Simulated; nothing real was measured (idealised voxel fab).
process module | voxel air gaps
cross-section cut | 180 nm wide | cells 5 nm
A cross-section is a grid of square cells, given in bands from the top down. A band is one or more rows of cells.
Each band's line starts with the height of the band's top and of its bottom, in nm. Then come its materials from left to right, each with its width in nm. One material with "throughout" fills the band from edge to edge. "air" is empty space.
Height 0 is the level under which the wafer as received is all one material. The lowest band goes on downwards, as in "0 down".
A width such as "30 to 40" changes by the same amount from each row of cells to the next, from the band's top row to its bottom row.
"no change" after a step means that no cell of the cross-section changed.
closed voids: empty space of 8 cells or more with no open way to the top, each as width x height at its distance from the left edge, in nm
after a step's settings: what the simulator itself notes on the step
overlay nm, on a step with a mask: how far to the right of its planned place the mask lay; to the left if negative
plan
1 op RECEIVE | material Si
2 op CONFORMAL_DEP | material SiO2 | thk nm 15
3 op CONFORMAL_DEP | material SiN | thk nm 5
4 op DIRECTIONAL_DEP | material SiO2 | thk nm 40
5 op PATTERN | tone open | mask id LINES | material resist | width nm 15 | pitch nm 45 | thk nm 20 | overlay nm 0
6 op DIRECTIONAL_ETCH | etch materials SiO2 | depth nm 40
7 op STRIP | etch materials resist
8 op CONFORMAL_DEP | material TiN | thk nm 5
9 op FILL_DEP | material W | thk nm 5
10 op CMP | height nm 60
11 op EPI | material Ru | thk nm 10
12 op SELECTIVE_ETCH | etch materials SiO2 | depth nm 50
13 op CONFORMAL_DEP | material SiCN | thk nm 5
as received, after step 1
  0 down: Si throughout
  closed voids: none
first wafer at the end, as planned
  75 to 70: air 20 | SiCN 135 | air 25
  70 to 60: air 20 | SiCN 5 | Ru 35 | SiCN 10 | Ru 35 | SiCN 10 | Ru 35 | SiCN 5 | air 25
  60 to 55: air 20 | SiCN 15 | TiN 5 | W 5 | TiN 5 | SiCN 30 | TiN 5 | W 5 | TiN 5 | SiCN 30 | TiN 5 | W 5 | TiN 5 | SiCN 15 | air 25
  55 to 25: air 30 | SiCN 5 | TiN 5 | W 5 | TiN 5 | SiCN 5 | air 20 | SiCN 5 | TiN 5 | W 5 | TiN 5 | SiCN 5 | air 20 | SiCN 5 | TiN 5 | W 5 | TiN 5 | SiCN 5 | air 35
  25 to 20: SiCN 35 | TiN 15 | SiCN 30 | TiN 15 | SiCN 30 | TiN 15 | SiCN 40
  20 to 15: SiN throughout
  15 to 0: SiO2 throughout
  0 down: Si throughout
  closed voids: 20 x 30 at 55; 20 x 30 at 100
second wafer at the end: like start, like plan, one mistake
  70 to 60: air 25 | Ru 35 | air 10 | Ru 35 | air 10 | Ru 35 | air 30
  60 to 25: air 35 | TiN 5 | W 5 | TiN 5 | air 30 | TiN 5 | W 5 | TiN 5 | air 30 | TiN 5 | W 5 | TiN 5 | air 40
  25 to 20: air 35 | TiN 15 | air 30 | TiN 15 | air 30 | TiN 15 | air 40
  20 to 15: SiN throughout
  15 to 0: SiO2 throughout
  0 down: Si throughout
  closed voids: none
what went wrong: step 13 was left out
at the end the second wafer has, in cells: 120 fewer of SiCN
closed voids at the end (first wafer, second wafer): 2, 0
